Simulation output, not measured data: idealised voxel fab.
The document below concerns the process module designated voxel released beams.
Section cut is 250 nm wide and gridded with 5 nm square cells.
Format of a cross-section: grid, square cells. Given as bands. Order: top down. Band: one or more rows of cells. Each band's line starts with the height of the band's top and of its bottom, in nm. Then come its materials from left to right, each with its width in nm. One material with "throughout" fills the band from edge to edge. "empty" is empty space. Height reference: 0 = level under which incoming wafer is all one material. Lowest band: no bottom, runs on downward, e.g. "0 nm and below". Quick explanation for "30->40": the width changes in equal steps down the rows of cells, from the first number in the band's top row to the second number in its bottom row. "left unchanged" after a step means that no cell of the cross-section changed. Closed-off voids of 8+ cells (no open route to the top) go in "Enclosed void catalog", written width x height at distance from the left edge, in nm. If you see something after the settings on a step's line, that's the simulator's own remark about that step. Steps that use a mask can have "overlay nm" on their line. It says how far the mask sat to the right of where it was meant to be. Negative means to the left.

### Process steps - plan
- 1: op RECEIVE | material Si
- 2: op CONFORMAL_DEP | material Al2O3 | thk nm 10
- 3: op DIRECTIONAL_DEP | material SiO2 | thk nm 15
- 4: op DIRECTIONAL_DEP | material aC | thk nm 15
- 5: op PATTERN | tone open | mask id ANCHOR | material resist | width nm 35 | thk nm 35 | overlay nm 0
- 6: op DIRECTIONAL_ETCH | etch materials aC | depth nm 15
- 7: op STRIP | etch materials resist
- 8: op DIRECTIONAL_ETCH | etch materials SiO2 | depth nm 15
- 9: op STRIP | etch materials aC
- 10: op CONFORMAL_DEP | material W | thk nm 10
- 11: op DIRECTIONAL_DEP | material aC | thk nm 10
- 12: op PATTERN | tone cover | mask id BEAM | material resist | width nm 95 | thk nm 25 | overlay nm 0
- 13: op DIRECTIONAL_ETCH | etch materials aC | depth nm 10
- 14: op STRIP | etch materials resist
- 15: op DIRECTIONAL_ETCH | etch materials W | depth nm 10
- 16: op STRIP | etch materials aC
- 17: op STRIP | etch materials SiO2

### First of two wafers: run as planned

### Incoming wafer, cross-sectional view, post step 1
* 0 nm and below: Si throughout
* Enclosed void catalog: none

### Step 2 done - wafer cross-section
* 10 nm to 0 nm: Al2O3 throughout
* Below 0, the layers are the same as they were.

### Step 3 done - wafer cross-section
* 25 nm to 10 nm: SiO2 throughout
* Below 10, the layers are the same as they were.

### Step 4 done - wafer cross-section
* 40 nm to 25 nm: aC throughout
* Below 25, the layers are the same as they were.

### Step 5 done - wafer cross-section
* 75 nm to 40 nm: 80 nm resist, then 35 nm empty, then 135 nm resist
* Below 40, the layers are the same as they were.

### Step 6 done - wafer cross-section
* 60 nm to 40 nm: 80 nm resist, then 35 nm empty, then 135 nm resist
* 40 nm to 25 nm: 80 nm aC, then 35 nm empty, then 135 nm aC
* Below 25, the layers are the same as they were.

### Step 7 done - wafer cross-section
* 40 nm to 25 nm: 80 nm aC, then 35 nm empty, then 135 nm aC
* Below 25, the layers are the same as they were.

### Step 8 done - wafer cross-section
* 40 nm to 25 nm: 80 nm aC, then 35 nm empty, then 135 nm aC
* 25 nm to 10 nm: 80 nm SiO2, then 35 nm empty, then 135 nm SiO2
* Below 10, the layers are the same as they were.

### Step 9 done - wafer cross-section
* 25 nm to 10 nm: 80 nm SiO2, then 35 nm empty, then 135 nm SiO2
* Below 10, the layers are the same as they were.

### Step 10 done - wafer cross-section
* 35 nm to 25 nm: 90 nm W, then 15 nm empty, then 145 nm W
* 25 nm to 20 nm: 80 nm SiO2, then 10 nm W, then 15 nm empty, then 10 nm W, then 135 nm SiO2
* 20 nm to 10 nm: 80 nm SiO2, then 35 nm W, then 135 nm SiO2
* Below 10, the layers are the same as they were.

### Step 11 done - wafer cross-section
* 45 nm to 35 nm: 90 nm aC, then 15 nm empty, then 145 nm aC
* 35 nm to 30 nm: 90 nm W, then 15 nm empty, then 145 nm W
* 30 nm to 25 nm: 90 nm W, then 15 nm aC, then 145 nm W
* 25 nm to 20 nm: 80 nm SiO2, then 10 nm W, then 15 nm aC, then 10 nm W, then 135 nm SiO2
* Below 20, the layers are the same as they were.

### Step 12 done - wafer cross-section
* 70 nm to 45 nm: 75 nm empty, then 95 nm resist, then 80 nm empty
* 45 nm to 35 nm: 90 nm aC, then 15 nm resist, then 145 nm aC
* 35 nm to 30 nm: 90 nm W, then 15 nm resist, then 145 nm W
* Below 30, the layers are the same as they were.

### Step 13 done - wafer cross-section
* 60 nm to 45 nm: 75 nm empty, then 95 nm resist, then 80 nm empty
* 45 nm to 35 nm: 75 nm empty, then 15 nm aC, then 15 nm resist, then 65 nm aC, then 80 nm empty
* Below 35, the layers are the same as they were.

### Step 14 done - wafer cross-section
* 45 nm to 35 nm: 75 nm empty, then 15 nm aC, then 15 nm empty, then 65 nm aC, then 80 nm empty
* 35 nm to 30 nm: 90 nm W, then 15 nm empty, then 145 nm W
* Below 30, the layers are the same as they were.

### Step 15 done - wafer cross-section
* 45 nm to 35 nm: 75 nm empty, then 15 nm aC, then 15 nm empty, then 65 nm aC, then 80 nm empty
* 35 nm to 30 nm: 75 nm empty, then 15 nm W, then 15 nm empty, then 65 nm W, then 80 nm empty
* 30 nm to 25 nm: 75 nm empty, then 15 nm W, then 15 nm aC, then 65 nm W, then 80 nm empty
* Below 25, the layers are the same as they were.

### Step 16 done - wafer cross-section
* 35 nm to 25 nm: 75 nm empty, then 15 nm W, then 15 nm empty, then 65 nm W, then 80 nm empty
* 25 nm to 20 nm: 80 nm SiO2, then 10 nm W, then 15 nm empty, then 10 nm W, then 135 nm SiO2
* Below 20, the layers are the same as they were.

### Step 17 done - wafer cross-section
* 35 nm to 25 nm: 75 nm empty, then 15 nm W, then 15 nm empty, then 65 nm W, then 80 nm empty
* 25 nm to 20 nm: 80 nm empty, then 10 nm W, then 15 nm empty, then 10 nm W, then 135 nm empty
* 20 nm to 10 nm: 80 nm empty, then 35 nm W, then 135 nm empty
* Below 10, the layers are the same as they were.

### Regarding the second of the two wafers: it shared the first wafer's starting condition and process plan, yet one error occurred during its execution. Its history coincides with that of the first wafer up to and including step 1

### Second wafer: cross-section at the scheduled end of step 2
* 15 nm to 0 nm: SiO2 throughout
* Below 0, the layers are the same as they were.

### Second wafer: cross-section at the scheduled end of step 3
* 25 nm to 15 nm: Al2O3 throughout
* Below 15, the layers are the same as they were.

### Second wafer: cross-section at the scheduled end of step 4
* 40 nm to 25 nm: aC throughout
* Below 25, the layers are the same as they were.

### Second wafer: cross-section at the scheduled end of step 5
* 75 nm to 40 nm: 80 nm resist, then 35 nm empty, then 135 nm resist
* Below 40, the layers are the same as they were.

### Second wafer: cross-section at the scheduled end of step 6
* 60 nm to 40 nm: 80 nm resist, then 35 nm empty, then 135 nm resist
* 40 nm to 25 nm: 80 nm aC, then 35 nm empty, then 135 nm aC
* Below 25, the layers are the same as they were.

### Second wafer: cross-section at the scheduled end of step 7
* 40 nm to 25 nm: 80 nm aC, then 35 nm empty, then 135 nm aC
* Below 25, the layers are the same as they were.

Second wafer: cross-section at the scheduled end of step 8: left unchanged

### Second wafer: cross-section at the scheduled end of step 9
* 25 nm to 15 nm: Al2O3 throughout
* Below 15, the layers are the same as they were.

### Second wafer: cross-section at the scheduled end of step 10
* 35 nm to 25 nm: W throughout
* Below 25, the layers are the same as they were.

### Second wafer: cross-section at the scheduled end of step 11
* 45 nm to 35 nm: aC throughout
* Below 35, the layers are the same as they were.

### Second wafer: cross-section at the scheduled end of step 12
* 70 nm to 45 nm: 75 nm empty, then 95 nm resist, then 80 nm empty
* Below 45, the layers are the same as they were.

### Second wafer: cross-section at the scheduled end of step 13
* 60 nm to 45 nm: 75 nm empty, then 95 nm resist, then 80 nm empty
* 45 nm to 35 nm: 75 nm empty, then 95 nm aC, then 80 nm empty
* Below 35, the layers are the same as they were.

### Second wafer: cross-section at the scheduled end of step 14
* 45 nm to 35 nm: 75 nm empty, then 95 nm aC, then 80 nm empty
* Below 35, the layers are the same as they were.

### Second wafer: cross-section at the scheduled end of step 15
* 45 nm to 35 nm: 75 nm empty, then 95 nm aC, then 80 nm empty
* 35 nm to 25 nm: 75 nm empty, then 95 nm W, then 80 nm empty
* Below 25, the layers are the same as they were.

### Second wafer: cross-section at the scheduled end of step 16
* 35 nm to 25 nm: 75 nm empty, then 95 nm W, then 80 nm empty
* Below 25, the layers are the same as they were.

Second wafer: cross-section at the scheduled end of step 17: left unchanged
what went wrong: steps 2 and 3 of the plan were run in the wrong order, each in the other's place
Final comparison by cell count, materials where the second wafer has more or fewer than the first: 150 more of SiO2, 12 fewer of W
